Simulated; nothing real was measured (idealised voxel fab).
A process module follows: voxel wiring stack.
Square cell edge 5 nm, section width 245 nm, ID cut.
When this document writes out a cross-section, it uses a grid of square cells and lists it as bands, beginning at the top and moving down, with a band standing for one or more rows of cells.
Read a band's entry like this: the first values are the height of its top and the height of its bottom in nm, and what follows is the sequence of materials from left to right, each with its width in nm. Note that "air" is empty space, and that a single material marked "edge to edge" reaches across the band from edge to edge.
Height reference: 0 = level under which incoming wafer is all one material. Lowest band: no bottom, runs on downward, e.g. "z 0 and below".
The expression "30 to 40" gives the width at the extremes of the band, the first number at its top row of cells and the second at its bottom row, with the width changing by equal amounts from each row to the next in between.
Any step labelled "nothing changed" changed none of the cells in the cross-section.
For the entry "Closed void inventory", the listed items are empty spaces with no open way to the top whose size is 8 cells or more; each item follows the pattern width x height at distance, where distance is from the left edge and all three are in nm.
If you see something after the settings on a step's line, that's the simulator's own remark about that step.
overlay nm: right-of-plan distance of the mask on a masked step; negative values mean left-of-plan.
-- The planned process steps are enumerated hereunder
1. RECEIVE: material Si
2. CONFORMAL_DEP: material SiO2, thk nm 15
3. DIRECTIONAL_DEP: material TiN, thk nm 5
4. DIRECTIONAL_DEP: material Ru, thk nm 15
5. MASKED_ETCH: tone cover, mask id METAL_1, width nm 30, pitch nm 60, etch materials Ru, depth nm 15, overlay nm 0
6. MASKED_ETCH: tone cover, mask id METAL_1, width nm 30, pitch nm 60, etch materials TiN, depth nm 5, overlay nm 0
7. CONFORMAL_DEP: material SiCN, thk nm 5
8. FILL_DEP: material SiO2, thk nm 5
9. CMP: height nm 35
10. CONFORMAL_DEP: material SiCN, thk nm 5
11. DIRECTIONAL_DEP: material lowk, thk nm 25
12. PATTERN: tone open, mask id METAL_2, material resist, width nm 30, pitch nm 60, thk nm 20, overlay nm 0
13. DIRECTIONAL_ETCH: etch materials lowk, depth nm 15
14. STRIP: etch materials resist
15. PATTERN: tone open, mask id METAL_2_HOLES, material resist, width nm 15, pitch nm 120, thk nm 15, overlay nm 0
16. DIRECTIONAL_ETCH: etch materials lowk, depth nm 10
17. DIRECTIONAL_ETCH: etch materials SiCN, depth nm 5
18. STRIP: etch materials resist
19. CONFORMAL_DEP: material TiN, thk nm 5
20. FILL_DEP: material Cu, thk nm 5
21. CMP: height nm 65
22. CONFORMAL_DEP: material SiCN, thk nm 5
23. DIRECTIONAL_DEP: material SiO2, thk nm 30
24. MASKED_ETCH: tone open, mask id METAL_3, width nm 30, pitch nm 60, etch materials SiO2, depth nm 15, overlay nm 0
25. DIRECTIONAL_DEP: material aC, thk nm 10
26. PATTERN: tone open, mask id METAL_3_HOLES, material resist, width nm 15, pitch nm 120, thk nm 25, overlay nm 0
27. DIRECTIONAL_ETCH: etch materials aC, depth nm 10
28. STRIP: etch materials resist
29. DIRECTIONAL_ETCH: etch materials SiO2, depth nm 15
30. DIRECTIONAL_ETCH: etch materials SiCN, depth nm 5
31. STRIP: etch materials aC
32. CONFORMAL_DEP: material TiN, thk nm 5
33. FILL_DEP: material Cu, thk nm 10
34. CMP: height nm 100
35. CONFORMAL_DEP: material SiCN, thk nm 5
36. DIRECTIONAL_DEP: material lowk, thk nm 10
37. MASKED_ETCH: tone open, mask id PLUG_3, width nm 15, pitch nm 60, etch materials lowk, depth nm 10, overlay nm 0
38. MASKED_ETCH: tone open, mask id PLUG_3, width nm 15, pitch nm 60, etch materials SiCN, depth nm 5, overlay nm 0
39. CONFORMAL_DEP: material TiN, thk nm 5
40. FILL_DEP: material Cu, thk nm 5
41. CMP: height nm 115
42. CONFORMAL_DEP: material SiN, thk nm 5
43. DIRECTIONAL_DEP: material SiO2, thk nm 25
44. PATTERN: tone open, mask id METAL_4, material resist, width nm 30, pitch nm 60, thk nm 15, overlay nm 0
45. DIRECTIONAL_ETCH: etch materials SiO2, depth nm 25
46. DIRECTIONAL_ETCH: etch materials SiN, depth nm 5
47. STRIP: etch materials resist
48. CONFORMAL_DEP: material TiN, thk nm 5
49. FILL_DEP: material W, thk nm 10
50. CMP: height nm 145
51. EPI: material Ru, thk nm 5
52. FILL_DEP: material SiCN, thk nm 5
-- The cross-section here shows the wafer as received, i.e. in its state after step 1
	z 0 and below = Si edge to edge
	Closed void inventory: none
-- Wafer cross-section at end of module: start and plan as shown above, one execution error
	z 155 to 150 = SiCN edge to edge
	z 150 to 145 = SiCN=40, then Ru=40, then SiCN=20, then Ru=40, then SiCN=20, then Ru=40, then SiCN=45
	z 145 to 120 = SiO2=45, then TiN=5, then W=20, then TiN=5, then SiO2=30, then TiN=5, then W=20, then TiN=5, then SiO2=30, then TiN=5, then W=20, then TiN=5, then SiO2=50
	z 120 to 115 = SiN=45, then TiN=30, then SiN=30, then TiN=30, then SiN=30, then TiN=30, then SiN=50
	z 115 to 105 = lowk=45, then aC=5, then Cu=5, then aC=5, then lowk=45, then aC=5, then Cu=5, then aC=5, then lowk=45, then aC=5, then Cu=5, then aC=5, then lowk=65
	z 105 to 100 = SiCN=45, then aC=15, then SiCN=45, then aC=15, then SiCN=45, then aC=15, then SiCN=65
	z 100 to 90 = SiO2=45, then TiN=5, then Cu=20, then TiN=5, then SiO2=30, then TiN=5, then Cu=20, then TiN=5, then SiO2=30, then TiN=5, then Cu=20, then TiN=5, then SiO2=50
	z 90 to 85 = SiO2=45, then TiN=5, then Cu=5, then TiN=20, then SiO2=30, then TiN=30, then SiO2=30, then TiN=5, then Cu=5, then TiN=20, then SiO2=50
	z 85 to 70 = SiO2=45, then TiN=5, then Cu=5, then TiN=5, then SiO2=105, then TiN=5, then Cu=5, then TiN=5, then SiO2=65
	z 70 to 65 = SiCN=45, then TiN=15, then SiCN=105, then TiN=15, then SiCN=65
	z 65 to 55 = lowk=45, then TiN=5, then Cu=20, then TiN=5, then lowk=30, then TiN=5, then Cu=20, then TiN=5, then lowk=30, then TiN=5, then Cu=20, then TiN=5, then lowk=50
	z 55 to 50 = lowk=45, then TiN=5, then Cu=5, then TiN=20, then lowk=30, then TiN=30, then lowk=30, then TiN=5, then Cu=5, then TiN=20, then lowk=50
	z 50 to 40 = lowk=45, then TiN=5, then Cu=5, then TiN=5, then lowk=105, then TiN=5, then Cu=5, then TiN=5, then lowk=65
	z 40 to 35 = SiCN=45, then TiN=15, then SiCN=105, then TiN=15, then SiCN=65
	z 35 to 20 = SiO2=40, then SiCN=5, then Ru=30, then SiCN=5, then SiO2=20, then SiCN=5, then Ru=30, then SiCN=5, then SiO2=20, then SiCN=5, then Ru=30, then SiCN=5, then SiO2=45
	z 20 to 15 = SiCN=45, then TiN=30, then SiCN=30, then TiN=30, then SiCN=30, then TiN=30, then SiCN=50
	z 15 to 0 = SiO2 edge to edge
	z 0 and below = Si edge to edge
	Closed void inventory: none
What broke from the plan during processing? note that step 39 departed from the planned setting and was carried out as CONFORMAL_DEP: material aC, thk nm 5
